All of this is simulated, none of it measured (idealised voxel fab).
Process module under the name voxel wiring stack
Square cell edge 5 nm, section width 265 nm, ID cut.
For the purposes of this document, a cross-section shall be understood as a grid of square cells, specified as bands listed in top-to-bottom order, each band consisting of one or more rows of cells. First you get the band's top height and its bottom height, in nm, and then the materials it's made of, left to right, with each width in nm. If you see a single material with "full width", that one covers the band edge to edge. "blank" is empty space. Below 0: as-received wafer, all one material; heights counted from there. Lowest band: no bottom, goes on down, written "top 0, no bottom". Quick explanation for "30 to 40": the width changes in equal steps down the rows of cells, from the first number in the band's top row to the second number in its bottom row. Take "same as before" at face value: in the step it is given for, the cross-section changed in none of its cells. You'll see "Non-vented voids" listing empty spaces that have no way open to the top, as long as they're 8 cells or more; the notation is width x height at distance, where the distance is from the left edge, and all of it is in nm. Text after the settings on a step's line: the simulator's own remark on that step. overlay nm: right-of-plan distance of the mask on a masked step; negative values mean left-of-plan.
### Planned step list for the process
| 1 | RECEIVE, material Si |
| 2 | CONFORMAL_DEP, material SiO2, thk nm 10 |
| 3 | CONFORMAL_DEP, material SiCN, thk nm 5 |
| 4 | DIRECTIONAL_DEP, material lowk, thk nm 25 |
| 5 | PATTERN, tone open, mask id METAL_1, material resist, width nm 20, pitch nm 45, thk nm 20, overlay nm 0 |
| 6 | DIRECTIONAL_ETCH, etch materials lowk, depth nm 25 |
| 7 | DIRECTIONAL_ETCH, etch materials SiCN, depth nm 5 |
| 8 | STRIP, etch materials resist |
| 9 | CONFORMAL_DEP, material TiN, thk nm 5 |
| 10 | FILL_DEP, material Cu, thk nm 10 |
| 11 | CMP, height nm 40 |
| 12 | CONFORMAL_DEP, material SiCN, thk nm 5 |
| 13 | DIRECTIONAL_DEP, material lowk, thk nm 30 |
| 14 | MASKED_ETCH, tone open, mask id METAL_2, width nm 20, pitch nm 45, etch materials lowk, depth nm 15, overlay nm 0 |
| 15 | DIRECTIONAL_DEP, material aC, thk nm 10 |
| 16 | PATTERN, tone open, mask id METAL_2_HOLES, material resist, width nm 15, pitch nm 45, thk nm 30, overlay nm 0 |
| 17 | DIRECTIONAL_ETCH, etch materials aC, depth nm 10 |
| 18 | STRIP, etch materials resist |
| 19 | DIRECTIONAL_ETCH, etch materials lowk, depth nm 15 |
| 20 | DIRECTIONAL_ETCH, etch materials SiCN, depth nm 5 |
| 21 | STRIP, etch materials aC |
| 22 | CONFORMAL_DEP, material TiN, thk nm 5 |
| 23 | FILL_DEP, material Cu, thk nm 10 |
| 24 | CMP, height nm 75 |
| 25 | CONFORMAL_DEP, material SiCN, thk nm 5 |
| 26 | DIRECTIONAL_DEP, material SiO2, thk nm 15 |
| 27 | DIRECTIONAL_DEP, material aC, thk nm 15 |
| 28 | PATTERN, tone open, mask id PLUG_2, material resist, width nm 15, pitch nm 90, thk nm 35, overlay nm 0 |
| 29 | DIRECTIONAL_ETCH, etch materials aC, depth nm 15 |
| 30 | STRIP, etch materials resist |
| 31 | DIRECTIONAL_ETCH, etch materials SiO2, depth nm 15 |
| 32 | DIRECTIONAL_ETCH, etch materials SiCN, depth nm 5 |
| 33 | STRIP, etch materials aC |
| 34 | EPI, material Ru, thk nm 10 |
| 35 | EPI, material Ru, thk nm 10 |
| 36 | DIRECTIONAL_DEP, material TiN, thk nm 5 |
| 37 | DIRECTIONAL_DEP, material Ru, thk nm 25 |
| 38 | MASKED_ETCH, tone cover, mask id METAL_3, width nm 20, pitch nm 45, etch materials Ru, depth nm 25, overlay nm 0 |
| 39 | MASKED_ETCH, tone cover, mask id METAL_3, width nm 20, pitch nm 45, etch materials TiN, depth nm 5, overlay nm 0 |
| 40 | FILL_DEP, material SiO2, thk nm 10 |
| 41 | CMP, height nm 125 |
| 42 | CONFORMAL_DEP, material SiCN, thk nm 5 |
| 43 | DIRECTIONAL_DEP, material lowk, thk nm 25 |
| 44 | MASKED_ETCH, tone open, mask id METAL_4_HOLES, width nm 15, pitch nm 45, etch materials lowk, depth nm 25, overlay nm 0 |
| 45 | PATTERN, tone open, mask id METAL_4, material resist, width nm 20, pitch nm 45, thk nm 15, overlay nm 0 |
| 46 | DIRECTIONAL_ETCH, etch materials lowk, depth nm 15 |
| 47 | DIRECTIONAL_ETCH, etch materials SiCN, depth nm 5 |
| 48 | STRIP, etch materials resist |
| 49 | CONFORMAL_DEP, material TiN, thk nm 5 |
| 50 | FILL_DEP, material Cu, thk nm 10 |
| 51 | CMP, height nm 155 |
| 52 | CONFORMAL_DEP, material SiN, thk nm 5 |
### As received (post step 1): cross-section
    top 0, no bottom = Si full width
    Non-vented voids: none
### Module complete, cross-section. Starting point and plan per above. One mistake made in running the module
    top 160, bottom 155 = SiN full width
    top 155, bottom 145 = lowk: 55; TiN: 5; Cu: 10; TiN: 5; lowk: 25; TiN: 5; Cu: 10; TiN: 5; lowk: 25; TiN: 5; Cu: 10; TiN: 5; lowk: 25; TiN: 5; Cu: 10; TiN: 5; lowk: 55
    top 145, bottom 140 = lowk: 55; TiN: 5; Cu: 5; TiN: 10; lowk: 25; TiN: 5; Cu: 5; TiN: 10; lowk: 25; TiN: 5; Cu: 5; TiN: 10; lowk: 25; TiN: 5; Cu: 5; TiN: 10; lowk: 55
    top 140, bottom 130 = lowk: 55; TiN: 5; Cu: 5; TiN: 5; lowk: 30; TiN: 5; Cu: 5; TiN: 5; lowk: 30; TiN: 5; Cu: 5; TiN: 5; lowk: 30; TiN: 5; Cu: 5; TiN: 5; lowk: 60
    top 130, bottom 125 = SiCN: 55; TiN: 15; SiCN: 30; TiN: 15; SiCN: 30; TiN: 15; SiCN: 30; TiN: 15; SiCN: 60
    top 125, bottom 100 = SiO2: 55; Ru: 20; SiO2: 25; Ru: 20; SiO2: 25; Ru: 20; SiO2: 25; Ru: 20; SiO2: 55
    top 100, bottom 95 = SiO2: 55; TiN: 20; SiO2: 25; TiN: 20; SiO2: 25; TiN: 20; SiO2: 25; TiN: 20; SiO2: 55
    top 95, bottom 80 = SiO2: 55; Ru: 15; SiO2: 75; Ru: 15; SiO2: 105
    top 80, bottom 75 = SiCN: 55; Ru: 15; SiCN: 75; Ru: 15; SiCN: 105
    top 75, bottom 65 = lowk: 55; TiN: 5; Cu: 10; TiN: 5; lowk: 25; TiN: 5; Cu: 10; TiN: 5; lowk: 25; TiN: 5; Cu: 10; TiN: 5; lowk: 25; TiN: 5; Cu: 10; TiN: 5; lowk: 55
    top 65, bottom 60 = lowk: 55; TiN: 5; Cu: 5; TiN: 10; lowk: 25; TiN: 5; Cu: 5; TiN: 10; lowk: 25; TiN: 5; Cu: 5; TiN: 10; lowk: 25; TiN: 5; Cu: 5; TiN: 10; lowk: 55
    top 60, bottom 45 = lowk: 55; TiN: 5; Cu: 5; TiN: 5; lowk: 30; TiN: 5; Cu: 5; TiN: 5; lowk: 30; TiN: 5; Cu: 5; TiN: 5; lowk: 30; TiN: 5; Cu: 5; TiN: 5; lowk: 60
    top 45, bottom 40 = SiCN: 55; TiN: 15; SiCN: 30; TiN: 15; SiCN: 30; TiN: 15; SiCN: 30; TiN: 15; SiCN: 60
    top 40, bottom 20 = lowk: 55; TiN: 5; Cu: 10; TiN: 5; lowk: 25; TiN: 5; Cu: 10; TiN: 5; lowk: 25; TiN: 5; Cu: 10; TiN: 5; lowk: 25; TiN: 5; Cu: 10; TiN: 5; lowk: 55
    top 20, bottom 15 = lowk: 55; TiN: 20; lowk: 25; TiN: 20; lowk: 25; TiN: 20; lowk: 25; TiN: 20; lowk: 55
    top 15, bottom 5 = SiO2 full width
    top 5, bottom 0 = SiCN full width
    top 0, no bottom = Si full width
    Non-vented voids: none
What broke from the plan during processing? transposition of steps 2 and 3 relative to the planned sequence
